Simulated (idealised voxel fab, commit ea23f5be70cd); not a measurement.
process module | voxel self aligned contacts
cross-section cut | 210 nm wide | cells 5 nm
A cross-section is a grid of square cells, given in bands from the top down. A band is one or more rows of cells.
Each band's line starts with the height of the band's top and of its bottom, in nm. Then come its materials from left to right, each with its width in nm. One material with "throughout" fills the band from edge to edge. "air" is empty space.
Height 0 is the level under which the wafer as received is all one material. The lowest band goes on downwards, as in "0 down".
A width such as "30 to 40" changes by the same amount from each row of cells to the next, from the band's top row to its bottom row.
"no change" after a step means that no cell of the cross-section changed.
closed voids: empty space of 8 cells or more with no open way to the top, each as width x height at its distance from the left edge, in nm
after a step's settings: what the simulator itself notes on the step
overlay nm, on a step with a mask: how far to the right of its planned place the mask lay; to the left if negative
plan
1 op RECEIVE | material Si
2 op OXIDIZE | depth nm 5
3 op DIRECTIONAL_DEP | material polySi | thk nm 20
4 op DIRECTIONAL_DEP | material SiN | thk nm 15
5 op MASKED_ETCH | tone cover | mask id GATE | width nm 35 | pitch nm 65 | etch materials SiN | depth nm 15 | overlay nm 0
6 op MASKED_ETCH | tone cover | mask id GATE | width nm 35 | pitch nm 65 | etch materials polySi | depth nm 20 | overlay nm 0
7 op CONFORMAL_DEP | material SiN | thk nm 5
8 op DIRECTIONAL_ETCH | etch materials SiN | depth nm 5
9 op FILL_DEP | material SiO2 | thk nm 10
10 op CMP | height nm 40
11 op MASKED_ETCH | tone open | mask id CONTACT | width nm 50 | etch materials SiO2 | depth nm 45 | overlay nm 0
12 op CONFORMAL_DEP | material TiN | thk nm 5
13 op FILL_DEP | material W | thk nm 10
14 op CMP | height nm 40
15 op CONFORMAL_DEP | material SiN | thk nm 5
as received, after step 1
  0 down: Si throughout
  closed voids: none
a wafer at the end: this start, this plan, one mistake
  45 to 40: SiN throughout
  40 to 35: SiO2 80 | TiN 20 | W 10 | TiN 20 | SiO2 80
  35 to 25: SiO2 50 | SiN 45 | TiN 5 | W 10 | TiN 5 | SiN 45 | SiO2 50
  25 to 20: SiO2 50 | SiN 45 | TiN 20 | SiN 45 | SiO2 50
  20 to 0: SiO2 50 | SiN 5 | polySi 45 | SiN 5 | TiN 10 | SiN 5 | polySi 45 | SiN 5 | SiO2 40
  0 to -5: SiO2 105 | TiN 10 | SiO2 95
  -5 down: Si throughout
  closed voids: none
what went wrong: step 6 ran as: op MASKED_ETCH | tone cover | mask id GATE | width nm 35 | pitch nm 65 | etch materials polySi | depth nm 20 | overlay nm 10
